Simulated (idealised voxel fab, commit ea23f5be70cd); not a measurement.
This is a process module. Its name is voxel lift off.
Each square cell in cross-section cut measures 5 nm, and the section as a whole is 300 nm wide.
Notation: cross-section as square-cell grid; stated in bands, top first, going down; one or more cell rows per band. First you get the band's top height and its bottom height, in nm, and then the materials it's made of, left to right, with each width in nm. If you see a single material with "full width", that one covers the band edge to edge. "air" is empty space. Heights from 0 (as-received wafer is one material below). Bottom band endless downward, as "0 down". Per-row width for "30..40": begins at first number (top row of band), ends at second number (bottom row), increment between rows held constant. "remained the same" means the step left every cell of the cross-section as it was. For the entry "Entrapped void list", the listed items are empty spaces with no open way to the top whose size is 8 cells or more; each item follows the pattern width x height at distance, where distance is from the left edge and all three are in nm. Past the settings on a step's line: simulator remark, on that step. overlay nm: mask right of planned place by this much (step with mask). Neg. = left.
Process steps (planned):
step 1: RECEIVE (material Si)
step 2: CONFORMAL_DEP (material SiN; thk nm 10)
step 3: PATTERN (tone open; mask id LINES; material resist; width nm 25; pitch nm 50; thk nm 20; overlay nm -15)
step 4: DIRECTIONAL_DEP (material Ru; thk nm 10)
step 5: STRIP (etch materials resist)
step 6: CONFORMAL_DEP (material SiN; thk nm 5)
Across this set of wafers, the varied parameter is the overlay nm of step 3. Starting conditions are identical for every wafer, and the plan reports the value assigned to the first wafer.
This is how the first of several wafers looked in cross-section when it arrived, which is after step 1:
	0 down | Si full width
	Entrapped void list: none
Basically each wafer gets a line in the table, showing it at the end of the module: material by material, the cells it gained (+) or lost (-) since we got it, then its closed voids:
overlay nm -15, +20 Ru, +188 SiN, Entrapped void list: none
overlay nm -10, +20 Ru, +188 SiN, Entrapped void list: none
overlay nm -5, +20 Ru, +188 SiN, Entrapped void list: none
overlay nm 0, +20 Ru, +188 SiN, Entrapped void list: none
overlay nm 5, +20 Ru, +188 SiN, Entrapped void list: none
overlay nm 10, +20 Ru, +188 SiN, Entrapped void list: none
overlay nm 15, +20 Ru, +188 SiN, Entrapped void list: none
